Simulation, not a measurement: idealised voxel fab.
process module | voxel lift off
cross-section cut | 160 nm wide | cells 5 nm
A cross-section is a grid of square cells, given in bands from the top down. A band is one or more rows of cells.
Each band's line starts with the height of the band's top and of its bottom, in nm. Then come its materials from left to right, each with its width in nm. One material with "throughout" fills the band from edge to edge. "air" is empty space.
Height 0 is the level under which the wafer as received is all one material. The lowest band goes on downwards, as in "0 down".
A width such as "30 to 40" changes by the same amount from each row of cells to the next, from the band's top row to its bottom row.
"no change" after a step means that no cell of the cross-section changed.
closed voids: empty space of 8 cells or more with no open way to the top, each as width x height at its distance from the left edge, in nm
after a step's settings: what the simulator itself notes on the step
overlay nm, on a step with a mask: how far to the right of its planned place the mask lay; to the left if negative
plan
1 op RECEIVE | material Si
2 op CONFORMAL_DEP | material SiO2 | thk nm 5
3 op PATTERN | tone open | mask id LINES | material resist | width nm 15 | pitch nm 30 | thk nm 20 | overlay nm 0
4 op DIRECTIONAL_DEP | material Ru | thk nm 10
5 op STRIP | etch materials resist
6 op CONFORMAL_DEP | material SiO2 | thk nm 10
first wafer, as planned
as received, after step 1
  0 down: Si throughout
  closed voids: none
after step 2
  5 to 0: SiO2 throughout
  below 0: unchanged
after step 3
  25 to 5: resist 55 | air 15 | resist 15 | air 15 | resist 60
  below 5: unchanged
after step 4
  35 to 25: Ru 55 | air 15 | Ru 15 | air 15 | Ru 60
  25 to 15: resist 55 | air 15 | resist 15 | air 15 | resist 60
  15 to 5: resist 55 | Ru 15 | resist 15 | Ru 15 | resist 60
  below 5: unchanged
after step 5
  15 to 5: air 55 | Ru 15 | air 15 | Ru 15 | air 60
  below 5: unchanged
after step 6
  25 to 15: air 45 | SiO2 65 | air 50
  15 to 5: SiO2 55 | Ru 15 | SiO2 15 | Ru 15 | SiO2 60
  below 5: unchanged
second wafer: like start, like plan, one mistake. Through step 2 it matches the first wafer
when step 3 should have ended
  25 to 5: resist 45 | air 15 | resist 15 | air 15 | resist 70
  below 5: unchanged
when step 4 should have ended
  35 to 25: Ru 45 | air 15 | Ru 15 | air 15 | Ru 70
  25 to 15: resist 45 | air 15 | resist 15 | air 15 | resist 70
  15 to 5: resist 45 | Ru 15 | resist 15 | Ru 15 | resist 70
  below 5: unchanged
when step 5 should have ended
  15 to 5: air 45 | Ru 15 | air 15 | Ru 15 | air 70
  below 5: unchanged
when step 6 should have ended
  25 to 15: air 35 | SiO2 65 | air 60
  15 to 5: SiO2 45 | Ru 15 | SiO2 15 | Ru 15 | SiO2 70
  below 5: unchanged
what went wrong: step 3 ran as: op PATTERN | tone open | mask id LINES | material resist | width nm 15 | pitch nm 30 | thk nm 20 | overlay nm -10
at the end the second wafer has, in cells: as many of each material as the first, in other places
